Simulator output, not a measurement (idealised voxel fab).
Process module under the name voxel ribs on slabs
The cross-section shown here is cut; it is 260 nm wide and divided into square cells measuring 5 nm on a side.
Format of a cross-section: grid, square cells. Given as bands. Order: top down. Band: one or more rows of cells.
A band entry consists of two parts. The first gives the height of the band's top and the height of its bottom, in nm. The rest lists the band's materials from left to right, each with its width in nm. A single material labelled with the word "everywhere" fills the band from edge to edge, and the word "empty" marks empty space.
Measure heights from 0. That's the level where, below it, the as-received wafer is all one material. The lowest band is bottomless and extends downward; write it as in "0 and below".
With a width like "30 to 40", each row of cells in the band differs from the next by the same amount, the top row carrying the first number and the bottom row the second.
The cross-section has no changed cell in any step marked "nothing changed".
Empty spaces without an open route to the top, at least 8 cells in extent, make up the entry "Voids, fully enclosed"; each is given as width x height at distance, where the distance is measured from the left edge, and all are in nm.
Anything after a step's settings on that line? It's the simulator's own note about the step.
overlay nm: how far to the right of its planned place the mask lay on this masked step (negative: to the left).
[The following list gives the planned process steps]
1: RECEIVE [material Si]
2: DIRECTIONAL_DEP [material SiO2] [thk nm 25]
3: DIRECTIONAL_DEP [material polySi] [thk nm 25]
4: MASKED_ETCH [tone cover] [mask id RIB] [width nm 25] [etch materials polySi] [depth nm 20] [overlay nm 0]
5: PATTERN [tone cover] [mask id SLAB] [material resist] [width nm 65] [thk nm 20] [overlay nm 0]
6: DIRECTIONAL_ETCH [etch materials polySi] [depth nm 5]
7: STRIP [etch materials resist]
8: FILL_DEP [material SiO2] [thk nm 30]
9: CMP [height nm 70]
10: DIRECTIONAL_DEP [material TiN] [thk nm 5]
11: DIRECTIONAL_DEP [material aC] [thk nm 15]
12: PATTERN [tone cover] [mask id HEATER] [material resist] [width nm 35] [thk nm 35] [overlay nm -15]
13: DIRECTIONAL_ETCH [etch materials aC] [depth nm 15]
14: STRIP [etch materials resist]
15: DIRECTIONAL_ETCH [etch materials TiN] [depth nm 5]
16: STRIP [etch materials aC]
17: CONFORMAL_DEP [material SiO2] [thk nm 10]
Among the wafers covered here, the point of difference is the overlay nm at step 12; their starting state is shared, and the plan presents the value of the first wafer.
[Cross-section: the first of several wafers in its as-received state, i.e. following step 1]
0 and below = Si everywhere
Voids, fully enclosed: none
[First wafer of several, cross-section, module end, after step 17 (last)]
85 down to 80 = empty 85; SiO2 55; empty 120
80 down to 75 = SiO2 everywhere
75 down to 70 = SiO2 95; TiN 35; SiO2 130
70 down to 50 = SiO2 everywhere
50 down to 30 = SiO2 115; polySi 25; SiO2 120
30 down to 25 = SiO2 95; polySi 65; SiO2 100
25 down to 0 = SiO2 everywhere
0 and below = Si everywhere
Voids, fully enclosed: none
[The module's end: a cross-section of the last wafer]
85 down to 80 = empty 115; SiO2 55; empty 90
80 down to 75 = SiO2 everywhere
75 down to 70 = SiO2 125; TiN 35; SiO2 100
70 down to 50 = SiO2 everywhere
50 down to 30 = SiO2 115; polySi 25; SiO2 120
30 down to 25 = SiO2 95; polySi 65; SiO2 100
25 down to 0 = SiO2 everywhere
0 and below = Si everywhere
Voids, fully enclosed: none
[Per wafer (row), end of module: delta in cells per material since receipt, (+) for gained, (-) for lost; closed voids after that]
overlay nm -15, +803 SiO2, +7 TiN, +33 polySi, Voids, fully enclosed: none
overlay nm -10, +803 SiO2, +7 TiN, +33 polySi, Voids, fully enclosed: none
overlay nm -5, +803 SiO2, +7 TiN, +33 polySi, Voids, fully enclosed: none
overlay nm 0, +803 SiO2, +7 TiN, +33 polySi, Voids, fully enclosed: none
overlay nm 5, +803 SiO2, +7 TiN, +33 polySi, Voids, fully enclosed: none
overlay nm 10, +803 SiO2, +7 TiN, +33 polySi, Voids, fully enclosed: none
overlay nm 15, +803 SiO2, +7 TiN, +33 polySi, Voids, fully enclosed: none
